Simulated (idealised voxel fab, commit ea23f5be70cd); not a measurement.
The following is a process module called voxel double patterning.
For reference, the cross-section in this document is cut, with width 250 nm and square cells of 5 nm.
Think of the cross-section as a grid of square cells. We describe it in bands, top to bottom, and each band covers one or more rows of those cells. Band: top and bottom heights (nm) first, top before bottom; then materials from left to right, widths in nm. "full width" marks a sole material filling the band edge to edge. "empty" denotes empty space. Ref level 0: as-received wafer is one material below here. Bottom band extends down with no lower bound ("0 -> down"). Width "30 to 40": first value at the band's top row of cells, second value at its bottom row, equal change from row to row. The cross-section has no changed cell in any step marked "everything unchanged". "Enclosed cavities" specifies each empty space that is not open to the top and that occupies no fewer than 8 cells, using the form width x height at distance, the distance measured from the left edge and all three quantities in nm. Note: text after step settings on the step line = simulator remark on that step. When a step includes a mask, the "overlay nm" setting on its line states how far to the right of its planned place that mask lay, and negative values state how far to the left.

[plan]
- 1: RECEIVE, material Si
- 2: CONFORMAL_DEP, material SiO2, thk nm 5
- 3: DIRECTIONAL_DEP, material polySi, thk nm 10
- 4: DIRECTIONAL_DEP, material SiCN, thk nm 10
- 5: DIRECTIONAL_DEP, material aC, thk nm 10
- 6: PATTERN, tone open, mask id FIRST, material resist, width nm 15, pitch nm 50, thk nm 25, overlay nm 0
- 7: DIRECTIONAL_ETCH, etch materials aC, depth nm 10
- 8: STRIP, etch materials resist
- 9: DIRECTIONAL_ETCH, etch materials SiCN, depth nm 10
- 10: STRIP, etch materials aC
- 11: PATTERN, tone open, mask id SECOND, material resist, width nm 15, pitch nm 50, thk nm 20, overlay nm 0
- 12: DIRECTIONAL_ETCH, etch materials SiCN, depth nm 10
- 13: STRIP, etch materials resist
- 14: DIRECTIONAL_ETCH, etch materials polySi, depth nm 10
- 15: STRIP, etch materials SiCN

[Cross-section: wafer on arrival = after step 1]
0 -> down  Si full width
Enclosed cavities: none

[What the wafer looks like in cross-section after this module, when it starts as shown above and follows the plan above but one mistake is made in running it]
15 -> 10  SiO2 full width
10 -> 0  polySi full width
0 -> down  Si full width
Enclosed cavities: none
Processing error: so 2 and 3 got swapped relative to the plan, each ran where the other was supposed to
